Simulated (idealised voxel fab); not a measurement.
This is a process module. Its name is voxel transistor to metal.
Pictured: cross-section cut, 270 nm wide, on a grid of 5 nm square cells.
Cross-section format: a grid of square cells, given as bands from top to bottom; each band is one or more rows of cells. Read a band's entry like this: the first values are the height of its top and the height of its bottom in nm, and what follows is the sequence of materials from left to right, each with its width in nm. Note that "blank" is empty space, and that a single material marked "edge to edge" reaches across the band from edge to edge. Heights are measured from 0, the level below which the as-received wafer is all one material; the lowest band has no bottom and continues downward, written as in "from 0 down". A width such as "30..40" changes by the same amount from each row of cells to the next, from the band's top row to its bottom row. The cross-section has no changed cell in any step marked "no change occurred". Voids not open to the top, 8 cells minimum: see "Closed internal voids". Written width x height at distance; distance is from the left edge; nm. On each step's line, the part that comes after the settings is the simulator's own comment on the step. On any step carrying a mask, the "overlay nm" setting, if present on the step's line, tells how far right of its planned place the mask lay; negative values point to the left.

Planned step list for the process
1) RECEIVE (material Si)
2) CONFORMAL_DEP (material SiO2; thk nm 5)
3) CONFORMAL_DEP (material SiN; thk nm 15)
4) DIRECTIONAL_DEP (material aC; thk nm 15)
5) PATTERN (tone cover; mask id ACTIVE; material resist; width nm 95; pitch nm 135; thk nm 30; overlay nm 0)
6) DIRECTIONAL_ETCH (etch materials aC; depth nm 15)
7) STRIP (etch materials resist)
8) DIRECTIONAL_ETCH (etch materials SiN; depth nm 15)
9) DIRECTIONAL_ETCH (etch materials SiO2; depth nm 5)
10) DIRECTIONAL_ETCH (etch materials Si; depth nm 25)
11) STRIP (etch materials aC)
12) OXIDIZE (depth nm 5)
13) FILL_DEP (material SiO2; thk nm 5)
14) CMP (height nm 20)
15) SELECTIVE_ETCH (etch materials SiO2; depth nm 5)
16) STRIP (etch materials SiN)
17) SELECTIVE_ETCH (etch materials SiO2; depth nm 5)
18) OXIDIZE (depth nm 5)
19) DIRECTIONAL_DEP (material polySi; thk nm 20)
20) DIRECTIONAL_DEP (material SiCN; thk nm 10)
21) MASKED_ETCH (tone cover; mask id GATE; width nm 25; pitch nm 135; etch materials SiCN; depth nm 20; overlay nm 0)
22) MASKED_ETCH (tone cover; mask id GATE; width nm 25; pitch nm 135; etch materials polySi; depth nm 30; overlay nm 0)
23) CONFORMAL_DEP (material SiN; thk nm 5)
24) DIRECTIONAL_ETCH (etch materials SiN; depth nm 5)
25) DIRECTIONAL_ETCH (etch materials SiO2; depth nm 5)
26) DIRECTIONAL_ETCH (etch materials Si; depth nm 10)
27) EPI (material pSi; thk nm 15)
28) FILL_DEP (material SiO2; thk nm 10)
29) CMP (height nm 30)
30) DIRECTIONAL_DEP (material SiO2; thk nm 10)
31) PATTERN (tone open; mask id CONTACT; material resist; width nm 25; thk nm 20; overlay nm 0)
32) DIRECTIONAL_ETCH (etch materials SiO2; depth nm 40)
33) STRIP (etch materials resist)
34) CONFORMAL_DEP (material TiN; thk nm 5)
35) FILL_DEP (material Ru; thk nm 5)
36) CMP (height nm 40)
37) CONFORMAL_DEP (material SiN; thk nm 5)
38) DIRECTIONAL_DEP (material lowk; thk nm 25)
39) PATTERN (tone open; mask id METAL_1; material resist; width nm 15; thk nm 20; overlay nm 0)
40) DIRECTIONAL_ETCH (etch materials lowk; depth nm 25)
41) DIRECTIONAL_ETCH (etch materials SiN; depth nm 5)
42) STRIP (etch materials resist)
43) CONFORMAL_DEP (material TiN; thk nm 5)
44) FILL_DEP (material Ru; thk nm 5)
45) CMP (height nm 70)
46) CONFORMAL_DEP (material SiCN; thk nm 5)
Wafer-to-wafer difference: width nm, step 5. Common start. Plan = first wafer's value.

The first of several wafers, as received after step 1, seen in section
from 0 down  Si edge to edge
Closed internal voids: none

Basically each wafer gets a line in the table, showing it at the end of the module: material by material, the cells it gained (+) or lost (-) since we got it, then its closed voids
width nm 95, +80 Ru, -194 Si, +74 SiCN, +74 SiN, +310 SiO2, +128 TiN, +210 lowk, +88 pSi, +40 polySi, Closed internal voids: none
width nm 100, +80 Ru, -188 Si, +74 SiCN, +74 SiN, +298 SiO2, +128 TiN, +210 lowk, +94 pSi, +40 polySi, Closed internal voids: none
width nm 105, +80 Ru, -182 Si, +74 SiCN, +74 SiN, +286 SiO2, +128 TiN, +210 lowk, +100 pSi, +40 polySi, Closed internal voids: none
